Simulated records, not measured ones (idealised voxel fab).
Process module heading - voxel gate over fins
The figure presents cross-section cut, which has a width of 250 nm and is divided into square cells with an edge length of 5 nm.
A cross-section in this document is a grid of square cells, and it is written down as bands, the top band listed before the ones below it; a band is made up of one or more rows of cells. Heights first: top, then bottom, in nm. Then materials, left to right, each with a width in nm. "all across" on a single material: fills the band edge to edge. "blank": empty space. Zero point of the height axis is 0; under it, received wafer = one material. Lowest band: continues down indefinitely, "0 and below". A width such as "30..40" changes by the same amount from each row of cells to the next, from the band's top row to its bottom row. You'll sometimes find "no alterations made" written for a step, and that's the way of saying that nowhere in the cross-section did a cell change during that step. The entry "Closed void list" lists the empty spaces that cover at least 8 cells and have no open path to the top. Each is written as width x height at distance, where the distance is measured from the left edge and all three values are in nm. The remark found on a step's line after its settings is issued by the simulator itself and pertains to that step. What "overlay nm" on a step's line means: if the step has a mask, that mask lay this far to the right of its planned place, or, when the value is negative, to the left.
# Steps planned for the process
1: RECEIVE (material Si)
2: CONFORMAL_DEP (material SiN; thk nm 5)
3: PATTERN (tone cover; mask id FINS; material resist; width nm 15; pitch nm 50; thk nm 20; overlay nm 0)
4: DIRECTIONAL_ETCH (etch materials SiN; depth nm 5)
5: DIRECTIONAL_ETCH (etch materials Si; depth nm 35)
6: STRIP (etch materials resist)
7: OXIDIZE (depth nm 5)
8: FILL_DEP (material SiO2; thk nm 15)
9: CMP (height nm 5)
10: PATTERN (tone open; mask id RAIL; material resist; width nm 15; thk nm 20; overlay nm 0)
11: DIRECTIONAL_ETCH (etch materials SiO2; depth nm 35)
12: STRIP (etch materials resist)
13: CONFORMAL_DEP (material TiN; thk nm 5)
14: FILL_DEP (material W; thk nm 5)
15: CMP (height nm 5)
16: SELECTIVE_ETCH (etch materials W Ru TiN; depth nm 25)
17: FILL_DEP (material SiO2; thk nm 5)
18: CMP (height nm 5)
19: SELECTIVE_ETCH (etch materials SiO2; depth nm 20)
20: STRIP (etch materials SiN)
21: CONFORMAL_DEP (material HfO2; thk nm 5)
22: CONFORMAL_DEP (material TiN; thk nm 5)
23: FILL_DEP (material W; thk nm 10)
24: CMP (height nm 15)
25: CONFORMAL_DEP (material SiN; thk nm 5)
# As-received wafer cross-section (after step 1)
  0 and below: Si all across
  Closed void list: none
# One mistake in running the module, otherwise start and plan as above: cross-section at the end
  20 down to 15: SiN all across
  15 down to 10: W all across
  10 down to 5: 60 W / 25 TiN / 25 W / 25 TiN / 25 W / 25 TiN / 65 W
  5 down to 0: 60 W / 5 TiN / 15 HfO2 / 5 TiN / 25 W / 5 TiN / 15 HfO2 / 5 TiN / 25 W / 5 TiN / 15 HfO2 / 5 TiN / 65 W
  0 down to -5: 60 W / 5 TiN / 5 HfO2 / 5 Si / 5 HfO2 / 5 TiN / 25 W / 5 TiN / 5 HfO2 / 5 Si / 5 HfO2 / 5 TiN / 25 W / 5 TiN / 5 HfO2 / 5 Si / 5 HfO2 / 5 TiN / 65 W
  -5 down to -10: 65 TiN / 5 HfO2 / 5 Si / 5 HfO2 / 35 TiN / 5 HfO2 / 5 Si / 5 HfO2 / 35 TiN / 5 HfO2 / 5 Si / 5 HfO2 / 70 TiN
  -10 down to -15: 70 HfO2 / 5 Si / 45 HfO2 / 5 Si / 45 HfO2 / 5 Si / 75 HfO2
  -15 down to -20: 70 SiO2 / 5 Si / 45 SiO2 / 5 Si / 45 SiO2 / 5 Si / 75 SiO2
  -20 down to -25: 60 W / 5 TiN / 5 SiO2 / 5 Si / 5 SiO2 / 10 TiN / 15 SiO2 / 10 TiN / 5 SiO2 / 5 Si / 5 SiO2 / 5 TiN / 25 W / 5 TiN / 5 SiO2 / 5 Si / 5 SiO2 / 5 TiN / 65 W
  -25 down to -30: 65 TiN / 5 SiO2 / 5 Si / 5 SiO2 / 10 TiN / 15 SiO2 / 10 TiN / 5 SiO2 / 5 Si / 5 SiO2 / 35 TiN / 5 SiO2 / 5 Si / 5 SiO2 / 70 TiN
  -30 down to -40: 70 SiO2 / 5 Si / 45 SiO2 / 5 Si / 45 SiO2 / 5 Si / 75 SiO2
  -40 and below: Si all across
  Closed void list: none
Heads up, the wafer didn't run the way we planned it: step 10 ran with different settings than intended, the actual operation and settings being PATTERN (tone cover; mask id RAIL; material resist; width nm 15; thk nm 20; overlay nm 0)
